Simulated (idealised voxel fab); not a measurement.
process module | voxel capacitor over wiring
cross-section cut | 240 nm wide | cells 5 nm
A cross-section is a grid of square cells, given in bands from the top down. A band is one or more rows of cells.
Each band's line starts with the height of the band's top and of its bottom, in nm. Then come its materials from left to right, each with its width in nm. One material with "throughout" fills the band from edge to edge. "air" is empty space.
Height 0 is the level under which the wafer as received is all one material. The lowest band goes on downwards, as in "0 down".
A width such as "30 to 40" changes by the same amount from each row of cells to the next, from the band's top row to its bottom row.
"no change" after a step means that no cell of the cross-section changed.
closed voids: empty space of 8 cells or more with no open way to the top, each as width x height at its distance from the left edge, in nm
after a step's settings: what the simulator itself notes on the step
overlay nm, on a step with a mask: how far to the right of its planned place the mask lay; to the left if negative
plan
1 op RECEIVE | material Si
2 op CONFORMAL_DEP | material SiO2 | thk nm 10
3 op CONFORMAL_DEP | material SiCN | thk nm 5
4 op DIRECTIONAL_DEP | material SiO2 | thk nm 20
5 op DIRECTIONAL_DEP | material aC | thk nm 15
6 op PATTERN | tone open | mask id METAL_1 | material resist | width nm 30 | pitch nm 90 | thk nm 30 | overlay nm 0
7 op DIRECTIONAL_ETCH | etch materials aC | depth nm 15
8 op STRIP | etch materials resist
9 op DIRECTIONAL_ETCH | etch materials SiO2 | depth nm 20
10 op DIRECTIONAL_ETCH | etch materials SiCN | depth nm 5
11 op STRIP | etch materials aC
12 op CONFORMAL_DEP | material TiN | thk nm 5
13 op FILL_DEP | material Cu | thk nm 10
14 op CMP | height nm 35
15 op CONFORMAL_DEP | material SiCN | thk nm 5
16 op DIRECTIONAL_DEP | material lowk | thk nm 20
17 op DIRECTIONAL_DEP | material aC | thk nm 10
18 op PATTERN | tone open | mask id PLUG_1 | material resist | width nm 15 | thk nm 30 | overlay nm 0
19 op DIRECTIONAL_ETCH | etch materials aC | depth nm 10
20 op STRIP | etch materials resist
21 op DIRECTIONAL_ETCH | etch materials lowk | depth nm 20
22 op DIRECTIONAL_ETCH | etch materials SiCN | depth nm 5
23 op STRIP | etch materials aC
24 op EPI | material Ru | thk nm 10
25 op EPI | material Ru | thk nm 10
26 op EPI | material Ru | thk nm 5
27 op DIRECTIONAL_DEP | material TiN | thk nm 10
28 op DIRECTIONAL_DEP | material HfO2 | thk nm 5
29 op DIRECTIONAL_DEP | material TiN | thk nm 10
30 op PATTERN | tone cover | mask id UPPER_PLATE | material resist | width nm 65 | thk nm 20 | overlay nm 0
31 op DIRECTIONAL_ETCH | etch materials TiN | depth nm 10
32 op DIRECTIONAL_ETCH | etch materials HfO2 | depth nm 5
33 op STRIP | etch materials resist
34 op DIRECTIONAL_DEP | material aC | thk nm 10
35 op PATTERN | tone cover | mask id LOWER_PLATE | material resist | width nm 75 | thk nm 25 | overlay nm 0
36 op DIRECTIONAL_ETCH | etch materials aC | depth nm 10
37 op STRIP | etch materials resist
38 op DIRECTIONAL_ETCH | etch materials TiN | depth nm 10
39 op STRIP | etch materials aC
40 op FILL_DEP | material SiO2 | thk nm 20
41 op CMP | height nm 100
42 op DIRECTIONAL_DEP | material aC | thk nm 10
43 op PATTERN | tone open | mask id PLUG_2 | material resist | width nm 15 | thk nm 25 | overlay nm 0
44 op DIRECTIONAL_ETCH | etch materials aC | depth nm 10
45 op STRIP | etch materials resist
46 op DIRECTIONAL_ETCH | etch materials SiO2 | depth nm 15
47 op STRIP | etch materials aC
48 op CONFORMAL_DEP | material TiN | thk nm 5
49 op FILL_DEP | material Cu | thk nm 5
50 op CMP | height nm 100
51 op CONFORMAL_DEP | material SiCN | thk nm 5
varied across the wafers: width nm of step 43. The plan shows the first wafer's value. All wafers start alike
first wafer as received, after step 1
  0 down: Si throughout
  closed voids: none
each wafer at the end: cells of each material gained (+) or lost (-) since it was received, then its closed voids
width nm 15 | +34 Cu | +13 HfO2 | +15 Ru | +129 SiCN | +546 SiO2 | +91 TiN | +180 lowk | closed voids: none
width nm 20 | +36 Cu | +13 HfO2 | +15 Ru | +129 SiCN | +543 SiO2 | +92 TiN | +180 lowk | closed voids: none
width nm 25 | +38 Cu | +13 HfO2 | +15 Ru | +129 SiCN | +540 SiO2 | +93 TiN | +180 lowk | closed voids: none
width nm 30 | +40 Cu | +13 HfO2 | +15 Ru | +129 SiCN | +537 SiO2 | +94 TiN | +180 lowk | closed voids: none
